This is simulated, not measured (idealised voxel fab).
process module | voxel spacer lines
cross-section cut | 220 nm wide | cells 5 nm
A cross-section is a grid of square cells, given in bands from the top down. A band is one or more rows of cells.
Each band's line starts with the height of the band's top and of its bottom, in nm. Then come its materials from left to right, each with its width in nm. One material with "throughout" fills the band from edge to edge. "air" is empty space.
Height 0 is the level under which the wafer as received is all one material. The lowest band goes on downwards, as in "0 down".
A width such as "30 to 40" changes by the same amount from each row of cells to the next, from the band's top row to its bottom row.
"no change" after a step means that no cell of the cross-section changed.
closed voids: empty space of 8 cells or more with no open way to the top, each as width x height at its distance from the left edge, in nm
after a step's settings: what the simulator itself notes on the step
overlay nm, on a step with a mask: how far to the right of its planned place the mask lay; to the left if negative
Each pair below shows a cross-section before one step and the cross-section after it, down to the lowest band that changed. The line under each pair gives the step between them, with its settings. The pairs can come from different runs of this module on the same starting wafer, so a pair continues from the pair above only where its "before" says so.
before
  0 down: Si throughout
  closed voids: none
after
  10 to 0: Al2O3 throughout
  below 0: unchanged
  closed voids: none
the step between: op CONFORMAL_DEP | material Al2O3 | thk nm 10
before: the cross-section after the pair above
after
  20 to 10: SiN throughout
  below 10: unchanged
  closed voids: none
the step between: op DIRECTIONAL_DEP | material SiN | thk nm 10
before: the cross-section after the pair above
after
  45 to 20: aC throughout
  below 20: unchanged
  closed voids: none
the step between: op DIRECTIONAL_DEP | material aC | thk nm 25
before: the cross-section after the pair above
after
  75 to 45: air 40 | resist 15 | air 45 | resist 15 | air 45 | resist 15 | air 45
  below 45: unchanged
  closed voids: none
the step between: op PATTERN | tone cover | mask id MANDREL | material resist | width nm 15 | pitch nm 60 | thk nm 30 | overlay nm 0
before: the cross-section after the pair above
after
  50 to 45: air 40 | resist 15 | air 45 | resist 15 | air 45 | resist 15 | air 45
  45 to 20: air 40 | aC 15 | air 45 | aC 15 | air 45 | aC 15 | air 45
  below 20: unchanged
  closed voids: none
the step between: op DIRECTIONAL_ETCH | etch materials aC | depth nm 25
before: the cross-section after the pair above
after
  45 to 20: air 40 | aC 15 | air 45 | aC 15 | air 45 | aC 15 | air 45
  below 20: unchanged
  closed voids: none
the step between: op STRIP | etch materials resist
before: the cross-section after the pair above
after
  60 to 45: air 25 | SiO2 45 | air 15 | SiO2 45 | air 15 | SiO2 45 | air 30
  45 to 35: air 25 | SiO2 15 | aC 15 | SiO2 15 | air 15 | SiO2 15 | aC 15 | SiO2 15 | air 15 | SiO2 15 | aC 15 | SiO2 15 | air 30
  35 to 20: SiO2 40 | aC 15 | SiO2 45 | aC 15 | SiO2 45 | aC 15 | SiO2 45
  below 20: unchanged
  closed voids: none
the step between: op CONFORMAL_DEP | material SiO2 | thk nm 15
before: the cross-section after the pair above
after
  45 to 20: air 25 | SiO2 15 | aC 15 | SiO2 15 | air 15 | SiO2 15 | aC 15 | SiO2 15 | air 15 | SiO2 15 | aC 15 | SiO2 15 | air 30
  below 20: unchanged
  closed voids: none
the step between: op DIRECTIONAL_ETCH | etch materials SiO2 | depth nm 15
before: the cross-section after the pair above
after
  45 to 20: air 25 | SiO2 15 | air 15 | SiO2 15 | air 15 | SiO2 15 | air 15 | SiO2 15 | air 15 | SiO2 15 | air 15 | SiO2 15 | air 30
  below 20: unchanged
  closed voids: none
the step between: op STRIP | etch materials aC
before: the cross-section after the pair above
after
  45 to 20: air 25 | SiO2 15 | air 15 | SiO2 15 | air 15 | SiO2 15 | air 15 | SiO2 15 | air 15 | SiO2 15 | air 15 | SiO2 15 | air 30
  20 to 10: air 25 | SiN 15 | air 15 | SiN 15 | air 15 | SiN 15 | air 15 | SiN 15 | air 15 | SiN 15 | air 15 | SiN 15 | air 30
  below 10: unchanged
  closed voids: none
the step between: op DIRECTIONAL_ETCH | etch materials SiN | depth nm 10
before: the cross-section after the pair above
after
  20 to 10: air 25 | SiN 15 | air 15 | SiN 15 | air 15 | SiN 15 | air 15 | SiN 15 | air 15 | SiN 15 | air 15 | SiN 15 | air 30
  below 10: unchanged
  closed voids: none
the step between: op STRIP | etch materials SiO2
before: the cross-section after the pair above
after
  25 to 20: SiO2 throughout
  20 to 10: SiO2 25 | SiN 15 | SiO2 15 | SiN 15 | SiO2 15 | SiN 15 | SiO2 15 | SiN 15 | SiO2 15 | SiN 15 | SiO2 15 | SiN 15 | SiO2 30
  below 10: unchanged
  closed voids: none
the step between: op FILL_DEP | material SiO2 | thk nm 5
before: the cross-section after the pair above
after
  20 to 10: SiO2 25 | SiN 15 | SiO2 15 | SiN 15 | SiO2 15 | SiN 15 | SiO2 15 | SiN 15 | SiO2 15 | SiN 15 | SiO2 15 | SiN 15 | SiO2 30
  below 10: unchanged
  closed voids: none
the step between: op CMP | height nm 20
before
  45 to 20: air 25 | SiO2 15 | air 15 | SiO2 15 | air 15 | SiO2 15 | air 15 | SiO2 15 | air 15 | SiO2 15 | air 15 | SiO2 15 | air 30
  20 to 10: air 25 | SiN 15 | air 15 | SiN 15 | air 15 | SiN 15 | air 15 | SiN 15 | air 15 | SiN 15 | air 15 | SiN 15 | air 30
  10 to 0: Al2O3 throughout
  0 down: Si throughout
  closed voids: none
after
  50 to 20: SiO2 throughout
  20 to 10: SiO2 25 | SiN 15 | SiO2 15 | SiN 15 | SiO2 15 | SiN 15 | SiO2 15 | SiN 15 | SiO2 15 | SiN 15 | SiO2 15 | SiN 15 | SiO2 30
  below 10: unchanged
  closed voids: none
the step between: op FILL_DEP | material SiO2 | thk nm 5
before: the cross-section after the pair above
after
  20 to 10: SiO2 25 | SiN 15 | SiO2 15 | SiN 15 | SiO2 15 | SiN 15 | SiO2 15 | SiN 15 | SiO2 15 | SiN 15 | SiO2 15 | SiN 15 | SiO2 30
  below 10: unchanged
  closed voids: none
the step between: op CMP | height nm 20
before
  10 to 0: Al2O3 throughout
  0 down: Si throughout
  closed voids: none
after
  35 to 10: aC throughout
  below 10: unchanged
  closed voids: none
the step between: op DIRECTIONAL_DEP | material aC | thk nm 25
before: the cross-section after the pair above
after
  45 to 35: SiN throughout
  below 35: unchanged
  closed voids: none
the step between: op DIRECTIONAL_DEP | material SiN | thk nm 10
before: the cross-section after the pair above
after
  75 to 45: air 40 | resist 15 | air 45 | resist 15 | air 45 | resist 15 | air 45
  below 45: unchanged
  closed voids: none
the step between: op PATTERN | tone cover | mask id MANDREL | material resist | width nm 15 | pitch nm 60 | thk nm 30 | overlay nm 0
before: the cross-section after the pair above
after
  50 to 45: air 40 | resist 15 | air 45 | resist 15 | air 45 | resist 15 | air 45
  below 45: unchanged
  closed voids: none
the step between: op DIRECTIONAL_ETCH | etch materials aC | depth nm 25
before: the cross-section after the pair above
after
  45 to 35: SiN throughout
  below 35: unchanged
  closed voids: none
the step between: op STRIP | etch materials resist
before: the cross-section after the pair above
after
  60 to 45: SiO2 throughout
  below 45: unchanged
  closed voids: none
the step between: op CONFORMAL_DEP | material SiO2 | thk nm 15
before: the cross-section after the pair above
after
  45 to 35: SiN throughout
  below 35: unchanged
  closed voids: none
the step between: op DIRECTIONAL_ETCH | etch materials SiO2 | depth nm 15
before: the cross-section after the pair above
after
  35 to 10: aC throughout
  below 10: unchanged
  closed voids: none
the step between: op DIRECTIONAL_ETCH | etch materials SiN | depth nm 10
before: the cross-section after the pair above
after
  40 to 35: SiO2 throughout
  below 35: unchanged
  closed voids: none
the step between: op FILL_DEP | material SiO2 | thk nm 5
before: the cross-section after the pair above
after
  20 to 10: aC throughout
  below 10: unchanged
  closed voids: none
the step between: op CMP | height nm 20
before
  25 to 20: SiO2 throughout
  20 to 10: SiO2 25 | SiN 15 | SiO2 15 | SiN 15 | SiO2 15 | SiN 15 | SiO2 15 | SiN 15 | SiO2 15 | SiN 15 | SiO2 15 | SiN 15 | SiO2 30
  10 to 0: Al2O3 throughout
  0 down: Si throughout
  closed voids: none
after
  10 to 0: Al2O3 throughout
  below 0: unchanged
  closed voids: none
the step between: op CMP | height nm 10
before
  45 to 20: aC throughout
  20 to 10: SiN throughout
  10 to 0: Al2O3 throughout
  0 down: Si throughout
  closed voids: none
after
  75 to 45: air 40 | resist 20 | air 40 | resist 20 | air 40 | resist 20 | air 40
  below 45: unchanged
  closed voids: none
the step between: op PATTERN | tone cover | mask id MANDREL | material resist | width nm 20 | pitch nm 60 | thk nm 30 | overlay nm 0
before: the cross-section after the pair above
after
  50 to 45: air 40 | resist 20 | air 40 | resist 20 | air 40 | resist 20 | air 40
  45 to 20: air 40 | aC 20 | air 40 | aC 20 | air 40 | aC 20 | air 40
  below 20: unchanged
  closed voids: none
the step between: op DIRECTIONAL_ETCH | etch materials aC | depth nm 25
before: the cross-section after the pair above
after
  45 to 20: air 40 | aC 20 | air 40 | aC 20 | air 40 | aC 20 | air 40
  below 20: unchanged
  closed voids: none
the step between: op STRIP | etch materials resist
before: the cross-section after the pair above
after
  60 to 45: air 25 | SiO2 50 | air 10 | SiO2 50 | air 10 | SiO2 50 | air 25
  45 to 35: air 25 | SiO2 15 | aC 20 | SiO2 15 | air 10 | SiO2 15 | aC 20 | SiO2 15 | air 10 | SiO2 15 | aC 20 | SiO2 15 | air 25
  35 to 20: SiO2 40 | aC 20 | SiO2 40 | aC 20 | SiO2 40 | aC 20 | SiO2 40
  below 20: unchanged
  closed voids: none
the step between: op CONFORMAL_DEP | material SiO2 | thk nm 15
before: the cross-section after the pair above
after
  45 to 20: air 25 | SiO2 15 | aC 20 | SiO2 15 | air 10 | SiO2 15 | aC 20 | SiO2 15 | air 10 | SiO2 15 | aC 20 | SiO2 15 | air 25
  below 20: unchanged
  closed voids: none
the step between: op DIRECTIONAL_ETCH | etch materials SiO2 | depth nm 15
before: the cross-section after the pair above
after
  45 to 20: air 25 | SiO2 15 | air 20 | SiO2 15 | air 10 | SiO2 15 | air 20 | SiO2 15 | air 10 | SiO2 15 | air 20 | SiO2 15 | air 25
  below 20: unchanged
  closed voids: none
the step between: op STRIP | etch materials aC
before: the cross-section after the pair above
after
  45 to 20: air 25 | SiO2 15 | air 20 | SiO2 15 | air 10 | SiO2 15 | air 20 | SiO2 15 | air 10 | SiO2 15 | air 20 | SiO2 15 | air 25
  20 to 10: air 25 | SiN 15 | air 20 | SiN 15 | air 10 | SiN 15 | air 20 | SiN 15 | air 10 | SiN 15 | air 20 | SiN 15 | air 25
  below 10: unchanged
  closed voids: none
the step between: op DIRECTIONAL_ETCH | etch materials SiN | depth nm 10
before: the cross-section after the pair above
after
  20 to 10: air 25 | SiN 15 | air 20 | SiN 15 | air 10 | SiN 15 | air 20 | SiN 15 | air 10 | SiN 15 | air 20 | SiN 15 | air 25
  below 10: unchanged
  closed voids: none
the step between: op STRIP | etch materials SiO2
before: the cross-section after the pair above
after
  25 to 20: SiO2 throughout
  20 to 10: SiO2 25 | SiN 15 | SiO2 20 | SiN 15 | SiO2 10 | SiN 15 | SiO2 20 | SiN 15 | SiO2 10 | SiN 15 | SiO2 20 | SiN 15 | SiO2 25
  below 10: unchanged
  closed voids: none
the step between: op FILL_DEP | material SiO2 | thk nm 5
before: the cross-section after the pair above
after
  20 to 10: SiO2 25 | SiN 15 | SiO2 20 | SiN 15 | SiO2 10 | SiN 15 | SiO2 20 | SiN 15 | SiO2 10 | SiN 15 | SiO2 20 | SiN 15 | SiO2 25
  below 10: unchanged
  closed voids: none
the step between: op CMP | height nm 20
before
  45 to 20: aC throughout
  20 to 10: SiN throughout
  10 to 0: Al2O3 throughout
  0 down: Si throughout
  closed voids: none
after
  75 to 45: air 50 | resist 15 | air 45 | resist 15 | air 45 | resist 15 | air 35
  below 45: unchanged
  closed voids: none
the step between: op PATTERN | tone cover | mask id MANDREL | material resist | width nm 15 | pitch nm 60 | thk nm 30 | overlay nm 10
before: the cross-section after the pair above
after
  50 to 45: air 50 | resist 15 | air 45 | resist 15 | air 45 | resist 15 | air 35
  45 to 20: air 50 | aC 15 | air 45 | aC 15 | air 45 | aC 15 | air 35
  below 20: unchanged
  closed voids: none
the step between: op DIRECTIONAL_ETCH | etch materials aC | depth nm 25
before: the cross-section after the pair above
after
  45 to 20: air 50 | aC 15 | air 45 | aC 15 | air 45 | aC 15 | air 35
  below 20: unchanged
  closed voids: none
the step between: op STRIP | etch materials resist
before: the cross-section after the pair above
after
  60 to 45: air 35 | SiO2 45 | air 15 | SiO2 45 | air 15 | SiO2 45 | air 20
  45 to 35: air 35 | SiO2 15 | aC 15 | SiO2 15 | air 15 | SiO2 15 | aC 15 | SiO2 15 | air 15 | SiO2 15 | aC 15 | SiO2 15 | air 20
  35 to 20: SiO2 50 | aC 15 | SiO2 45 | aC 15 | SiO2 45 | aC 15 | SiO2 35
  below 20: unchanged
  closed voids: none
the step between: op CONFORMAL_DEP | material SiO2 | thk nm 15
before: the cross-section after the pair above
after
  45 to 20: air 35 | SiO2 15 | aC 15 | SiO2 15 | air 15 | SiO2 15 | aC 15 | SiO2 15 | air 15 | SiO2 15 | aC 15 | SiO2 15 | air 20
  below 20: unchanged
  closed voids: none
the step between: op DIRECTIONAL_ETCH | etch materials SiO2 | depth nm 15
before: the cross-section after the pair above
after
  45 to 20: air 35 | SiO2 15 | air 15 | SiO2 15 | air 15 | SiO2 15 | air 15 | SiO2 15 | air 15 | SiO2 15 | air 15 | SiO2 15 | air 20
  below 20: unchanged
  closed voids: none
the step between: op STRIP | etch materials aC
before: the cross-section after the pair above
after
  45 to 20: air 35 | SiO2 15 | air 15 | SiO2 15 | air 15 | SiO2 15 | air 15 | SiO2 15 | air 15 | SiO2 15 | air 15 | SiO2 15 | air 20
  20 to 10: air 35 | SiN 15 | air 15 | SiN 15 | air 15 | SiN 15 | air 15 | SiN 15 | air 15 | SiN 15 | air 15 | SiN 15 | air 20
  below 10: unchanged
  closed voids: none
the step between: op DIRECTIONAL_ETCH | etch materials SiN | depth nm 10
before: the cross-section after the pair above
after
  20 to 10: air 35 | SiN 15 | air 15 | SiN 15 | air 15 | SiN 15 | air 15 | SiN 15 | air 15 | SiN 15 | air 15 | SiN 15 | air 20
  below 10: unchanged
  closed voids: none
the step between: op STRIP | etch materials SiO2
before: the cross-section after the pair above
after
  25 to 20: SiO2 throughout
  20 to 10: SiO2 35 | SiN 15 | SiO2 15 | SiN 15 | SiO2 15 | SiN 15 | SiO2 15 | SiN 15 | SiO2 15 | SiN 15 | SiO2 15 | SiN 15 | SiO2 20
  below 10: unchanged
  closed voids: none
the step between: op FILL_DEP | material SiO2 | thk nm 5
before: the cross-section after the pair above
after
  20 to 10: SiO2 35 | SiN 15 | SiO2 15 | SiN 15 | SiO2 15 | SiN 15 | SiO2 15 | SiN 15 | SiO2 15 | SiN 15 | SiO2 15 | SiN 15 | SiO2 20
  below 10: unchanged
  closed voids: none
the step between: op CMP | height nm 20
before
  0 down: Si throughout
  closed voids: none
after
  10 to 0: SiN throughout
  below 0: unchanged
  closed voids: none
the step between: op CONFORMAL_DEP | material SiN | thk nm 10
before: the cross-section after the pair above
after
  20 to 0: SiN throughout
  below 0: unchanged
  closed voids: none
the step between: op DIRECTIONAL_DEP | material SiN | thk nm 10
before: the cross-section after the pair above
after
  45 to 20: aC throughout
  below 20: unchanged
  closed voids: none
the step between: op DIRECTIONAL_DEP | material aC | thk nm 25
before: the cross-section after the pair above
after
  75 to 45: air 40 | resist 15 | air 45 | resist 15 | air 45 | resist 15 | air 45
  below 45: unchanged
  closed voids: none
the step between: op PATTERN | tone cover | mask id MANDREL | material resist | width nm 15 | pitch nm 60 | thk nm 30 | overlay nm 0
before: the cross-section after the pair above
after
  50 to 45: air 40 | resist 15 | air 45 | resist 15 | air 45 | resist 15 | air 45
  45 to 20: air 40 | aC 15 | air 45 | aC 15 | air 45 | aC 15 | air 45
  below 20: unchanged
  closed voids: none
the step between: op DIRECTIONAL_ETCH | etch materials aC | depth nm 25
before: the cross-section after the pair above
after
  45 to 20: air 40 | aC 15 | air 45 | aC 15 | air 45 | aC 15 | air 45
  below 20: unchanged
  closed voids: none
the step between: op STRIP | etch materials resist
before: the cross-section after the pair above
after
  60 to 45: air 25 | SiO2 45 | air 15 | SiO2 45 | air 15 | SiO2 45 | air 30
  45 to 35: air 25 | SiO2 15 | aC 15 | SiO2 15 | air 15 | SiO2 15 | aC 15 | SiO2 15 | air 15 | SiO2 15 | aC 15 | SiO2 15 | air 30
  35 to 20: SiO2 40 | aC 15 | SiO2 45 | aC 15 | SiO2 45 | aC 15 | SiO2 45
  below 20: unchanged
  closed voids: none
the step between: op CONFORMAL_DEP | material SiO2 | thk nm 15
before: the cross-section after the pair above
after
  45 to 20: air 25 | SiO2 15 | aC 15 | SiO2 15 | air 15 | SiO2 15 | aC 15 | SiO2 15 | air 15 | SiO2 15 | aC 15 | SiO2 15 | air 30
  below 20: unchanged
  closed voids: none
the step between: op DIRECTIONAL_ETCH | etch materials SiO2 | depth nm 15
before: the cross-section after the pair above
after
  45 to 20: air 25 | SiO2 15 | air 15 | SiO2 15 | air 15 | SiO2 15 | air 15 | SiO2 15 | air 15 | SiO2 15 | air 15 | SiO2 15 | air 30
  below 20: unchanged
  closed voids: none
the step between: op STRIP | etch materials aC
before: the cross-section after the pair above
after
  45 to 20: air 25 | SiO2 15 | air 15 | SiO2 15 | air 15 | SiO2 15 | air 15 | SiO2 15 | air 15 | SiO2 15 | air 15 | SiO2 15 | air 30
  20 to 10: air 25 | SiN 15 | air 15 | SiN 15 | air 15 | SiN 15 | air 15 | SiN 15 | air 15 | SiN 15 | air 15 | SiN 15 | air 30
  below 10: unchanged
  closed voids: none
the step between: op DIRECTIONAL_ETCH | etch materials SiN | depth nm 10
before: the cross-section after the pair above
after
  20 to 10: air 25 | SiN 15 | air 15 | SiN 15 | air 15 | SiN 15 | air 15 | SiN 15 | air 15 | SiN 15 | air 15 | SiN 15 | air 30
  below 10: unchanged
  closed voids: none
the step between: op STRIP | etch materials SiO2
before: the cross-section after the pair above
after
  25 to 20: SiO2 throughout
  20 to 10: SiO2 25 | SiN 15 | SiO2 15 | SiN 15 | SiO2 15 | SiN 15 | SiO2 15 | SiN 15 | SiO2 15 | SiN 15 | SiO2 15 | SiN 15 | SiO2 30
  below 10: unchanged
  closed voids: none
the step between: op FILL_DEP | material SiO2 | thk nm 5
before: the cross-section after the pair above
after
  20 to 10: SiO2 25 | SiN 15 | SiO2 15 | SiN 15 | SiO2 15 | SiN 15 | SiO2 15 | SiN 15 | SiO2 15 | SiN 15 | SiO2 15 | SiN 15 | SiO2 30
  below 10: unchanged
  closed voids: none
the step between: op CMP | height nm 20
